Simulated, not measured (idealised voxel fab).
The following process module bears the name voxel self aligned vias.
Section cut is 240 nm wide and gridded with 5 nm square cells.
Cross-section format: a grid of square cells, given as bands from top to bottom; each band is one or more rows of cells.
The band entry comprises the height of the band's top followed by the height of its bottom, expressed in nm, and subsequently the band's materials from left to right, each stated together with its width in nm. Where a single material is marked with the word "all across", that material fills the band from edge to edge. The word "blank" represents empty space.
Basically, 0 is our baseline, since under it the wafer straight out of the box is all one material. The bottom band has no lower end and keeps on going down, so it looks like "0 -> down".
The expression "30 to 40" gives the width at the extremes of the band, the first number at its top row of cells and the second at its bottom row, with the width changing by equal amounts from each row to the next in between.
Where a step carries "nothing got changed", the cross-section came out of it unchanged, cell for cell.
Listed in "Sealed void list": every empty space of 8 or more cells without an open way to the top. Form: width x height at distance, the distance being from the left edge, all in nm.
On a step's line, text after the settings is the simulator commenting on that step.
Steps that use a mask can have "overlay nm" on their line. It says how far the mask sat to the right of where it was meant to be. Negative means to the left.
**This section lists the process steps that were planned**
1) RECEIVE [material Si]
2) CONFORMAL_DEP [material SiO2] [thk nm 10]
3) CONFORMAL_DEP [material SiCN] [thk nm 5]
4) DIRECTIONAL_DEP [material lowk] [thk nm 25]
5) PATTERN [tone open] [mask id LINES] [material resist] [width nm 25] [pitch nm 60] [thk nm 20] [overlay nm 0]
6) DIRECTIONAL_ETCH [etch materials lowk] [depth nm 25]
7) STRIP [etch materials resist]
8) CONFORMAL_DEP [material TiN] [thk nm 5]
9) FILL_DEP [material W] [thk nm 5]
10) CMP [height nm 40]
11) SELECTIVE_ETCH [etch materials W Ru TiN] [depth nm 10]
12) FILL_DEP [material SiN] [thk nm 10]
13) CMP [height nm 40]
14) DIRECTIONAL_DEP [material lowk] [thk nm 20]
15) DIRECTIONAL_DEP [material aC] [thk nm 10]
16) PATTERN [tone open] [mask id VIAS] [material resist] [width nm 45] [pitch nm 120] [thk nm 30] [overlay nm 0]
17) DIRECTIONAL_ETCH [etch materials aC] [depth nm 10]
18) STRIP [etch materials resist]
19) DIRECTIONAL_ETCH [etch materials lowk] [depth nm 20]
20) DIRECTIONAL_ETCH [etch materials SiN] [depth nm 10]
21) STRIP [etch materials aC]
22) CONFORMAL_DEP [material TiN] [thk nm 5]
23) FILL_DEP [material Cu] [thk nm 5]
24) CMP [height nm 60]
25) CONFORMAL_DEP [material SiN] [thk nm 5]
**Cross-section of the incoming wafer, state after step 1**
* 0 -> down | Si all across
* Sealed void list: none
**Look at the cross-section after the module: the wafer started out the way shown above and the plan was the one shown above, yet one mistake was made along the way**
* 65 -> 60 | SiN all across
* 60 -> 45 | Cu 30 nm | TiN 5 nm | lowk 45 nm | TiN 5 nm | Cu 65 nm | TiN 5 nm | lowk 45 nm | TiN 5 nm | Cu 35 nm
* 45 -> 40 | TiN 35 nm | lowk 45 nm | TiN 30 nm | Cu 15 nm | TiN 30 nm | lowk 45 nm | TiN 40 nm
* 40 -> 35 | lowk 45 nm | SiN 25 nm | lowk 35 nm | TiN 5 nm | Cu 15 nm | TiN 5 nm | lowk 35 nm | SiN 25 nm | lowk 50 nm
* 35 -> 30 | lowk 45 nm | SiN 25 nm | lowk 35 nm | TiN 25 nm | lowk 35 nm | SiN 25 nm | lowk 50 nm
* 30 -> 20 | lowk 45 nm | TiN 5 nm | W 15 nm | TiN 5 nm | lowk 35 nm | TiN 5 nm | W 15 nm | TiN 5 nm | lowk 35 nm | TiN 5 nm | W 15 nm | TiN 5 nm | lowk 50 nm
* 20 -> 15 | lowk 45 nm | TiN 25 nm | lowk 35 nm | TiN 25 nm | lowk 35 nm | TiN 25 nm | lowk 50 nm
* 15 -> 10 | SiCN all across
* 10 -> 0 | SiO2 all across
* 0 -> down | Si all across
* Sealed void list: none
Short version of what went wrong: the process deviated at step 16: the operation and settings actually run there were PATTERN [tone cover] [mask id VIAS] [material resist] [width nm 45] [pitch nm 120] [thk nm 30] [overlay nm 0]
